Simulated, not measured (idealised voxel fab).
Process module name: voxel lift off
Xsec cut, 275 nm wide, square cell size 5 nm.
Cross-sections here: square-cell grids, written as top-down lists of bands, a band being one or more rows of cells.
Band entry format. Leading values: height of top, height of bottom, nm. Remainder: materials in left-to-right order, each with its width in nm. Special words: "everywhere" on a single material, which then fills the band edge to edge; "empty", empty space.
Beneath 0, the wafer as received is one material, and that level is where height counting begins. The lowest band goes on downward without a bottom; it is written like "top 0, no bottom".
Graded width ("30 to 40"): value in top row of band = first number; value in bottom row = second number; row-to-row change constant.
Key: "remains unaltered" - step with no changed cell in the cross-section.
What "Enclosed cavity list" gives you is every empty space of 8 cells or more that is cut off from the top. Each appears as width x height at distance, with the distance taken from the left edge and width, height and distance all in nm.
That trailing text on a step's line, after the settings, is the simulator's own remark on the step.
A step line may carry the setting "overlay nm", which, for steps involving a mask, states the distance by which the mask lay to the right of its intended position; negative values denote displacement to the left.
This section lists the process steps that were planned
1 RECEIVE (material Si)
2 CONFORMAL_DEP (material Al2O3; thk nm 10)
3 PATTERN (tone open; mask id LINES; material resist; width nm 15; pitch nm 45; thk nm 25; overlay nm 0)
4 DIRECTIONAL_DEP (material Ru; thk nm 15)
5 STRIP (etch materials resist)
6 CONFORMAL_DEP (material SiN; thk nm 10)
First wafer, as planned
Shown in cross-section is the wafer as received, that is, as it stands after step 1
> top 0, no bottom  Si everywhere
> Enclosed cavity list: none
Once step 2 is through, the wafer looks like this in cross-section
> top 10, bottom 0  Al2O3 everywhere
> For the remainder of the cross-section, below 0, there is no change.
Once step 3 is through, the wafer looks like this in cross-section
> top 35, bottom 10  105 nm resist; 15 nm empty; 30 nm resist; 15 nm empty; 110 nm resist
> For the remainder of the cross-section, below 10, there is no change.
Once step 4 is through, the wafer looks like this in cross-section
> top 50, bottom 35  105 nm Ru; 15 nm empty; 30 nm Ru; 15 nm empty; 110 nm Ru
> top 35, bottom 25  105 nm resist; 15 nm empty; 30 nm resist; 15 nm empty; 110 nm resist
> top 25, bottom 10  105 nm resist; 15 nm Ru; 30 nm resist; 15 nm Ru; 110 nm resist
> For the remainder of the cross-section, below 10, there is no change.
Once step 5 is through, the wafer looks like this in cross-section
> top 25, bottom 10  105 nm empty; 15 nm Ru; 30 nm empty; 15 nm Ru; 110 nm empty
> For the remainder of the cross-section, below 10, there is no change.
Once step 6 is through, the wafer looks like this in cross-section
> top 35, bottom 25  95 nm empty; 35 nm SiN; 10 nm empty; 35 nm SiN; 100 nm empty
> top 25, bottom 20  95 nm empty; 10 nm SiN; 15 nm Ru; 10 nm SiN; 10 nm empty; 10 nm SiN; 15 nm Ru; 10 nm SiN; 100 nm empty
> top 20, bottom 10  105 nm SiN; 15 nm Ru; 30 nm SiN; 15 nm Ru; 110 nm SiN
> For the remainder of the cross-section, below 10, there is no change.
Second wafer: same start and same plan as the first, one execution error; identical to the first through step 5
Cross-section of the second wafer corresponding to the planned conclusion of step 6
> top 30, bottom 25  100 nm empty; 25 nm SiN; 20 nm empty; 25 nm SiN; 105 nm empty
> top 25, bottom 15  100 nm empty; 5 nm SiN; 15 nm Ru; 5 nm SiN; 20 nm empty; 5 nm SiN; 15 nm Ru; 5 nm SiN; 105 nm empty
> top 15, bottom 10  105 nm SiN; 15 nm Ru; 30 nm SiN; 15 nm Ru; 110 nm SiN
> For the remainder of the cross-section, below 10, there is no change.
what went wrong: step 6 did not use the planned setting and instead ran as CONFORMAL_DEP (material SiN; thk nm 5)
Counted in cells at the end, the second wafer holds more or fewer of these materials than the first: SiN -67
